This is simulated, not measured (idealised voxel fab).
This section sets out a process module, namely voxel self aligned contacts.
FYI the section here is cut, 300 nm wide, cells are 5 nm squares.
A cross-section is a grid of square cells, given in bands from the top down. A band is one or more rows of cells. Band entry format. Leading values: height of top, height of bottom, nm. Remainder: materials in left-to-right order, each with its width in nm. Special words: "full width" on a single material, which then fills the band edge to edge; "air", empty space. Heights are reckoned from 0. Under this level, the received wafer is all of one material. The bottommost band is open-ended downward, for example "0..down". Width spec "30->40" -> top row of cells at first value, bottom row at second value, equal per-row change in between. It should be understood that the words "changes: none", when stated for a given step, signify that the cross-section underwent no change in any of its cells during that step. So "Enclosed void entries" is basically the list of trapped voids: any empty space of 8 cells or more that can't reach the top through an opening. They're written width x height at distance, the distance being from the left edge, and it's all nm. Anything after a step's settings on that line? It's the simulator's own note about the step. "overlay nm" denotes, for a step that has a mask, the displacement of the mask to the right of its planned place, with negative values corresponding to the left.

[The planned process steps are enumerated hereunder]
step 1: RECEIVE: material Si
step 2: OXIDIZE: depth nm 5
step 3: DIRECTIONAL_DEP: material polySi, thk nm 20
step 4: DIRECTIONAL_DEP: material SiN, thk nm 15
step 5: PATTERN: tone cover, mask id GATE, material resist, width nm 35, pitch nm 60, thk nm 20, overlay nm 0
step 6: DIRECTIONAL_ETCH: etch materials SiN, depth nm 15
step 7: DIRECTIONAL_ETCH: etch materials polySi, depth nm 20
step 8: STRIP: etch materials resist
step 9: CONFORMAL_DEP: material SiN, thk nm 5
step 10: DIRECTIONAL_ETCH: etch materials SiN, depth nm 5
step 11: FILL_DEP: material SiO2, thk nm 15
step 12: CMP: height nm 45
step 13: PATTERN: tone open, mask id CONTACT, material resist, width nm 35, thk nm 15, overlay nm 0
step 14: DIRECTIONAL_ETCH: etch materials SiO2, depth nm 50
step 15: STRIP: etch materials resist
step 16: CONFORMAL_DEP: material TiN, thk nm 5
step 17: FILL_DEP: material Ru, thk nm 10
step 18: CMP: height nm 45
step 19: CONFORMAL_DEP: material SiN, thk nm 5

[Incoming wafer, cross-sectional view, post step 1]
* 0..down = Si full width
* Enclosed void entries: none

[End-of-module XS, first of two wafers, run as planned]
* 50..45 = SiN full width
* 45..35 = 130 SiO2  5->15 TiN  25->5 Ru  5->15 TiN  135 SiO2
* 35..20 = 95 SiO2  45 SiN  5 TiN  5 Ru  5 TiN  45 SiN  100 SiO2
* 20..0 = 95 SiO2  5 SiN  35 polySi  5 SiN  5 TiN  5 Ru  5 TiN  5 SiN  35 polySi  5 SiN  100 SiO2
* 0..-5 = 140 SiO2  15 TiN  145 SiO2
* -5..down = Si full width
* Enclosed void entries: none

[Second wafer cross-section at end of module - shared start and plan with the first, one mistake in the run]
* 50..45 = SiN full width
* 45..35 = 130 SiO2  5->15 TiN  25->10 Ru  5->10 TiN  135 SiO2
* 35..20 = 100 SiO2  40 SiN  5 TiN  10 Ru  5 TiN  40 SiN  100 SiO2
* 20..0 = 100 SiO2  5 SiN  30 polySi  5 SiN  5 TiN  10 Ru  5 TiN  5 SiN  30 polySi  5 SiN  100 SiO2
* 0..-5 = 140 SiO2  20 TiN  140 SiO2
* -5..down = Si full width
* Enclosed void entries: none
The mistake made against the process plan was this: step 5 did not use the planned setting and instead ran as PATTERN: tone cover, mask id GATE, material resist, width nm 30, pitch nm 60, thk nm 20, overlay nm 0
Final wafer comparison in cells, second versus first, more or fewer per material: +8 Ru | -6 SiN | +6 SiO2 | -8 polySi
